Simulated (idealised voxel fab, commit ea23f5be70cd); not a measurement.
process module | voxel trench capacitor
Displayed cross-section: cut, width of 200 nm, square cells sized 5 nm.
Cross-sections here: square-cell grids, written as top-down lists of bands, a band being one or more rows of cells.
Basically the band line says how high the top is and how high the bottom is, in nm, and then what's in it from left to right, every material with its width in nm. Empty space shows up as "blank", and if a single material carries "throughout" it runs the full band edge to edge.
Counting heights begins at 0, where everything beneath is, in the wafer as received, one material. The lowest band has no bottom; it goes on downwards, as "0 and below" shows.
Width "30..40": first value at the band's top row of cells, second value at its bottom row, equal change from row to row.
Any step labelled "no modification" changed none of the cells in the cross-section.
Voids not open to the top, 8 cells minimum: see "Sealed void inventory". Written width x height at distance; distance is from the left edge; nm.
What comes after the settings on a step's line is commentary from the simulator itself on that step.
Steps that use a mask can have "overlay nm" on their line. It says how far the mask sat to the right of where it was meant to be. Negative means to the left.
**The steps planned for the process are as follows**
1) RECEIVE, material Si
2) CONFORMAL_DEP, material SiN, thk nm 10
3) DIRECTIONAL_DEP, material aC, thk nm 10
4) PATTERN, tone open, mask id TRENCH, material resist, width nm 25, pitch nm 45, thk nm 30, overlay nm 0
5) DIRECTIONAL_ETCH, etch materials aC, depth nm 10
6) STRIP, etch materials resist
7) DIRECTIONAL_ETCH, etch materials SiN, depth nm 10
8) DIRECTIONAL_ETCH, etch materials Si, depth nm 35
9) STRIP, etch materials aC
10) CONFORMAL_DEP, material SiO2, thk nm 5
11) FILL_DEP, material polySi, thk nm 10
12) CMP, height nm 10
**as received, after step 1**
- 0 and below = Si throughout
- Sealed void inventory: none
**Cross-sectional result after module completion. Note: starting condition and plan are unchanged from above; one processing mistake was made**
- 10 down to 0 = 15 of polySi; 5 of SiO2; 25 of SiN; 5 of SiO2; 10 of polySi; 5 of SiO2; 25 of SiN; 5 of SiO2; 10 of polySi; 5 of SiO2; 25 of SiN; 5 of SiO2; 10 of polySi; 5 of SiO2; 25 of SiN; 5 of SiO2; 15 of polySi
- 0 down to -30 = 15 of polySi; 5 of SiO2; 25 of Si; 5 of SiO2; 10 of polySi; 5 of SiO2; 25 of Si; 5 of SiO2; 10 of polySi; 5 of SiO2; 25 of Si; 5 of SiO2; 10 of polySi; 5 of SiO2; 25 of Si; 5 of SiO2; 15 of polySi
- -30 down to -35 = 20 of SiO2; 25 of Si; 20 of SiO2; 25 of Si; 20 of SiO2; 25 of Si; 20 of SiO2; 25 of Si; 20 of SiO2
- -35 and below = Si throughout
- Sealed void inventory: none
It is concluded that the wafer was processed incorrectly with respect to the plan, in that step 4 was run on a setting that differed from the plan, and what really ran there is PATTERN, tone cover, mask id TRENCH, material resist, width nm 25, pitch nm 45, thk nm 30, overlay nm 0
